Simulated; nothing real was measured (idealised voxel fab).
process module | voxel transistor to metal
cross-section cut | 210 nm wide | cells 5 nm
A cross-section is a grid of square cells, given in bands from the top down. A band is one or more rows of cells.
Each band's line starts with the height of the band's top and of its bottom, in nm. Then come its materials from left to right, each with its width in nm. One material with "throughout" fills the band from edge to edge. "air" is empty space.
Height 0 is the level under which the wafer as received is all one material. The lowest band goes on downwards, as in "0 down".
A width such as "30 to 40" changes by the same amount from each row of cells to the next, from the band's top row to its bottom row.
"no change" after a step means that no cell of the cross-section changed.
closed voids: empty space of 8 cells or more with no open way to the top, each as width x height at its distance from the left edge, in nm
after a step's settings: what the simulator itself notes on the step
overlay nm, on a step with a mask: how far to the right of its planned place the mask lay; to the left if negative
plan
1 op RECEIVE | material Si
2 op CONFORMAL_DEP | material SiO2 | thk nm 5
3 op CONFORMAL_DEP | material SiN | thk nm 10
4 op DIRECTIONAL_DEP | material aC | thk nm 15
5 op PATTERN | tone cover | mask id ACTIVE | material resist | width nm 105 | thk nm 30 | overlay nm 0
6 op DIRECTIONAL_ETCH | etch materials aC | depth nm 15
7 op STRIP | etch materials resist
8 op DIRECTIONAL_ETCH | etch materials SiN | depth nm 10
9 op DIRECTIONAL_ETCH | etch materials SiO2 | depth nm 5
10 op DIRECTIONAL_ETCH | etch materials Si | depth nm 35
11 op STRIP | etch materials aC
12 op OXIDIZE | depth nm 5
13 op FILL_DEP | material SiO2 | thk nm 5
14 op CMP | height nm 15
15 op SELECTIVE_ETCH | etch materials SiO2 | depth nm 10
16 op STRIP | etch materials SiN
17 op SELECTIVE_ETCH | etch materials SiO2 | depth nm 5
18 op OXIDIZE | depth nm 5
19 op DIRECTIONAL_DEP | material polySi | thk nm 30
20 op DIRECTIONAL_DEP | material SiCN | thk nm 15
21 op PATTERN | tone cover | mask id GATE | material resist | width nm 25 | thk nm 20 | overlay nm 0
22 op DIRECTIONAL_ETCH | etch materials SiCN | depth nm 25
23 op DIRECTIONAL_ETCH | etch materials polySi | depth nm 40
24 op STRIP | etch materials resist
25 op CONFORMAL_DEP | material SiN | thk nm 5
26 op DIRECTIONAL_ETCH | etch materials SiN | depth nm 5
27 op DIRECTIONAL_ETCH | etch materials SiO2 | depth nm 5
28 op EPI | material pSi | thk nm 5
29 op FILL_DEP | material SiO2 | thk nm 5
30 op CMP | height nm 30
31 op STRIP | etch materials polySi
32 op SELECTIVE_ETCH | etch materials SiO2 | depth nm 5
33 op CONFORMAL_DEP | material HfO2 | thk nm 5
34 op CONFORMAL_DEP | material TiN | thk nm 5
35 op FILL_DEP | material W | thk nm 10
36 op CMP | height nm 25
37 op DIRECTIONAL_DEP | material SiO2 | thk nm 15
38 op MASKED_ETCH | tone open | mask id CONTACT | width nm 15 | pitch nm 70 | etch materials SiO2 | depth nm 40 | overlay nm 0
39 op CONFORMAL_DEP | material TiN | thk nm 5
40 op FILL_DEP | material W | thk nm 10
41 op CMP | height nm 40
42 op DIRECTIONAL_DEP | material TiN | thk nm 5
43 op DIRECTIONAL_DEP | material Ru | thk nm 20
44 op MASKED_ETCH | tone cover | mask id METAL_1 | width nm 15 | pitch nm 70 | etch materials Ru | depth nm 20 | overlay nm 0
45 op MASKED_ETCH | tone cover | mask id METAL_1 | width nm 15 | pitch nm 70 | etch materials TiN | depth nm 5 | overlay nm 0
46 op FILL_DEP | material lowk | thk nm 5
47 op CMP | height nm 65
48 op CONFORMAL_DEP | material SiCN | thk nm 5
as received, after step 1
  0 down: Si throughout
  closed voids: none
first wafer at the end, as planned
  70 to 65: SiCN throughout
  65 to 45: lowk 60 | Ru 15 | lowk 55 | Ru 15 | lowk 65
  45 to 40: lowk 60 | TiN 15 | lowk 55 | TiN 15 | lowk 65
  40 to 25: SiO2 60 | TiN 5 | W 5 | TiN 5 | SiO2 55 | TiN 5 | W 5 | TiN 5 | SiO2 65
  25 to 5: SiO2 60 | TiN 5 | W 5 | TiN 5 | SiO2 10 | SiN 5 | HfO2 5 | TiN 5 | W 5 | TiN 5 | HfO2 5 | SiN 5 | SiO2 10 | TiN 5 | W 5 | TiN 5 | SiO2 65
  5 to 0: SiO2 60 | TiN 15 | SiO2 10 | SiN 5 | HfO2 5 | TiN 15 | HfO2 5 | SiN 5 | SiO2 10 | TiN 15 | SiO2 65
  0 to -5: SiO2 50 | pSi 35 | HfO2 35 | pSi 35 | SiO2 55
  -5 to -40: SiO2 55 | Si 95 | SiO2 60
  -40 down: Si throughout
  closed voids: none
second wafer at the end: like start, like plan, one mistake
  70 to 65: SiCN throughout
  65 to 45: lowk 60 | Ru 15 | lowk 55 | Ru 15 | lowk 65
  45 to 40: lowk 60 | TiN 15 | lowk 55 | TiN 15 | lowk 65
  40 to 25: SiO2 60 | TiN 5 | W 5 | TiN 5 | SiO2 55 | TiN 5 | W 5 | TiN 5 | SiO2 65
  25 to 5: SiO2 60 | TiN 5 | W 5 | TiN 5 | SiO2 10 | SiN 5 | HfO2 5 | TiN 5 | W 5 | TiN 5 | HfO2 5 | SiN 5 | SiO2 10 | TiN 5 | W 5 | TiN 5 | SiO2 65
  5 to 0: SiO2 60 | TiN 15 | SiO2 10 | SiN 5 | HfO2 5 | TiN 15 | HfO2 5 | SiN 5 | SiO2 10 | TiN 15 | SiO2 65
  0 to -5: SiO2 45 | pSi 40 | HfO2 35 | pSi 40 | SiO2 50
  -5 to -40: SiO2 50 | Si 105 | SiO2 55
  -40 down: Si throughout
  closed voids: none
what went wrong: step 5 ran as: op PATTERN | tone cover | mask id ACTIVE | material resist | width nm 115 | thk nm 30 | overlay nm 0
at the end the second wafer has, in cells: 14 more of Si | 16 fewer of SiO2 | 2 more of pSi
